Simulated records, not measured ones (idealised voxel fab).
process module | voxel self aligned contacts
cross-section cut | 225 nm wide | cells 5 nm
A cross-section is a grid of square cells, given in bands from the top down. A band is one or more rows of cells.
Each band's line starts with the height of the band's top and of its bottom, in nm. Then come its materials from left to right, each with its width in nm. One material with "throughout" fills the band from edge to edge. "air" is empty space.
Height 0 is the level under which the wafer as received is all one material. The lowest band goes on downwards, as in "0 down".
A width such as "30 to 40" changes by the same amount from each row of cells to the next, from the band's top row to its bottom row.
"no change" after a step means that no cell of the cross-section changed.
closed voids: empty space of 8 cells or more with no open way to the top, each as width x height at its distance from the left edge, in nm
after a step's settings: what the simulator itself notes on the step
overlay nm, on a step with a mask: how far to the right of its planned place the mask lay; to the left if negative
plan
1 op RECEIVE | material Si
2 op CONFORMAL_DEP | material SiO2 | thk nm 5
3 op DIRECTIONAL_DEP | material polySi | thk nm 30
4 op DIRECTIONAL_DEP | material SiN | thk nm 15
5 op DIRECTIONAL_DEP | material aC | thk nm 15
6 op PATTERN | tone cover | mask id GATE | material resist | width nm 30 | pitch nm 65 | thk nm 35 | overlay nm 0
7 op DIRECTIONAL_ETCH | etch materials aC | depth nm 15
8 op STRIP | etch materials resist
9 op DIRECTIONAL_ETCH | etch materials SiN | depth nm 15
10 op DIRECTIONAL_ETCH | etch materials polySi | depth nm 30
11 op STRIP | etch materials aC
12 op CONFORMAL_DEP | material SiN | thk nm 5
13 op DIRECTIONAL_ETCH | etch materials SiN | depth nm 5
14 op FILL_DEP | material SiO2 | thk nm 15
15 op CMP | height nm 55
16 op MASKED_ETCH | tone open | mask id CONTACT | width nm 45 | etch materials SiO2 | depth nm 55 | overlay nm 0
17 op CONFORMAL_DEP | material TiN | thk nm 5
18 op FILL_DEP | material W | thk nm 5
19 op CMP | height nm 55
20 op CONFORMAL_DEP | material SiN | thk nm 5
as received, after step 1
  0 down: Si throughout
  closed voids: none
first wafer at the end, as planned
  60 to 55: SiN throughout
  55 to 50: SiO2 90 | TiN 15 | W 15 | TiN 15 | SiO2 90
  50 to 35: SiO2 60 | SiN 40 | TiN 5 | W 15 | TiN 5 | SiN 40 | SiO2 60
  35 to 5: SiO2 60 | SiN 5 | polySi 30 | SiN 5 | TiN 5 | W 15 | TiN 5 | SiN 5 | polySi 30 | SiN 5 | SiO2 60
  5 to 0: SiO2 100 | TiN 25 | SiO2 100
  0 down: Si throughout
  closed voids: none
second wafer at the end: like start, like plan, one mistake
  60 to 55: SiN throughout
  55 to 50: SiO2 90 | TiN 45 | SiO2 90
  50 to 35: SiN 70 | SiO2 20 | SiN 45 | SiO2 20 | SiN 70
  35 to 5: polySi 65 | SiN 5 | SiO2 20 | SiN 5 | polySi 35 | SiN 5 | SiO2 20 | SiN 5 | polySi 65
  5 to 0: SiO2 throughout
  0 down: Si throughout
  closed voids: none
what went wrong: step 6 ran as: op PATTERN | tone open | mask id GATE | material resist | width nm 30 | pitch nm 65 | thk nm 35 | overlay nm 0
at the end the second wafer has, in cells: 63 more of SiN | 139 fewer of SiO2 | 20 fewer of TiN | 30 fewer of W | 126 more of polySi
